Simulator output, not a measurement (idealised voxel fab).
This section sets out a process module, namely voxel capacitor over wiring.
Section cut is 215 nm wide and gridded with 5 nm square cells.
Heads up, the way a cross-section reads in here is a grid of square cells, handed over as bands from the top down, with every band being one or more rows of cells. It is stipulated that each band's entry specify, in nanometres, the height of the top of the band and then that of its bottom, followed by the materials of the band in left-to-right sequence, each together with its width in nanometres. A single material marked by the word "all across" is understood to fill the band from edge to edge; the word "air" is understood to denote empty space. Height is counted from the level 0, under which the received wafer is composed throughout of one material. The lowest of the bands is not closed at the bottom but continues downward, in the notation "top 0, no bottom". Think of "30..40" as a width that walks from the first number to the second as you go down the band, top row to bottom row, taking equal-sized steps from row to row. For the purposes of this document, the phrase "nothing got changed" attached to a step denotes that no cell within the cross-section was modified by that step. The label "Closed empty spaces" introduces a list of the empty spaces, 8 cells or larger, that have no open way up to the top; each entry in it reads width x height at distance, where the distance is taken from the left edge and all three are stated in nm. Anything after a step's settings on that line? It's the simulator's own note about the step. overlay nm: mask offset rightward from planned place, masked step; negative means leftward offset.

# The process steps that were planned are listed below
1,RECEIVE, material Si
2,CONFORMAL_DEP, material SiO2, thk nm 15
3,DIRECTIONAL_DEP, material TiN, thk nm 5
4,DIRECTIONAL_DEP, material W, thk nm 15
5,DIRECTIONAL_DEP, material aC, thk nm 15
6,PATTERN, tone cover, mask id METAL_1, material resist, width nm 20, pitch nm 70, thk nm 35, overlay nm 0
7,DIRECTIONAL_ETCH, etch materials aC, depth nm 15
8,STRIP, etch materials resist
9,DIRECTIONAL_ETCH, etch materials W, depth nm 15
10,DIRECTIONAL_ETCH, etch materials TiN, depth nm 5
11,STRIP, etch materials aC
12,CONFORMAL_DEP, material SiN, thk nm 5
13,FILL_DEP, material lowk, thk nm 10
14,CMP, height nm 35
15,CONFORMAL_DEP, material SiCN, thk nm 5
16,DIRECTIONAL_DEP, material lowk, thk nm 20
17,MASKED_ETCH, tone open, mask id PLUG_1, width nm 15, etch materials lowk, depth nm 20, overlay nm 0
18,MASKED_ETCH, tone open, mask id PLUG_1, width nm 15, etch materials SiCN, depth nm 5, overlay nm 0
19,CONFORMAL_DEP, material TiN, thk nm 5
20,FILL_DEP, material Cu, thk nm 10
21,CMP, height nm 60
22,DIRECTIONAL_DEP, material TiN, thk nm 10
23,DIRECTIONAL_DEP, material HfO2, thk nm 5
24,DIRECTIONAL_DEP, material TiN, thk nm 10
25,PATTERN, tone cover, mask id UPPER_PLATE, material resist, width nm 55, thk nm 15, overlay nm 0
26,DIRECTIONAL_ETCH, etch materials TiN, depth nm 10
27,DIRECTIONAL_ETCH, etch materials HfO2, depth nm 5
28,STRIP, etch materials resist
29,PATTERN, tone cover, mask id LOWER_PLATE, material resist, width nm 65, thk nm 20, overlay nm 0
30,DIRECTIONAL_ETCH, etch materials TiN, depth nm 5
31,STRIP, etch materials resist
32,FILL_DEP, material SiO2, thk nm 20
33,CMP, height nm 100
34,MASKED_ETCH, tone open, mask id PLUG_2, width nm 15, etch materials SiO2, depth nm 15, overlay nm 0
35,CONFORMAL_DEP, material TiN, thk nm 5
36,FILL_DEP, material Cu, thk nm 10
37,CMP, height nm 100
38,CONFORMAL_DEP, material SiN, thk nm 5
The wafers in this document start out alike and differ in the depth nm applied at step 30; the plan shows the value used for the first wafer.

# The first of several wafers as received, shown in cross-section; this is its state after step 1
top 0, no bottom = Si all across
Closed empty spaces: none

# Every row in this table is a wafer at the end of the module, and it gives, for each of the materials, the cells that wafer has gained (+) or lost (-) since it was received, then its closed voids
depth nm 5 | +6 Cu | +11 HfO2 | +40 SiCN | +90 SiN | +375 SiO2 | +104 TiN | +24 W | +253 lowk | Closed empty spaces: none
depth nm 10 | +6 Cu | +11 HfO2 | +40 SiCN | +90 SiN | +405 SiO2 | +74 TiN | +24 W | +253 lowk | Closed empty spaces: none
depth nm 15 | +6 Cu | +11 HfO2 | +40 SiCN | +90 SiN | +405 SiO2 | +74 TiN | +24 W | +253 lowk | Closed empty spaces: none
depth nm 20 | +6 Cu | +11 HfO2 | +40 SiCN | +90 SiN | +405 SiO2 | +74 TiN | +24 W | +253 lowk | Closed empty spaces: none
depth nm 25 | +6 Cu | +11 HfO2 | +40 SiCN | +90 SiN | +405 SiO2 | +74 TiN | +24 W | +253 lowk | Closed empty spaces: none
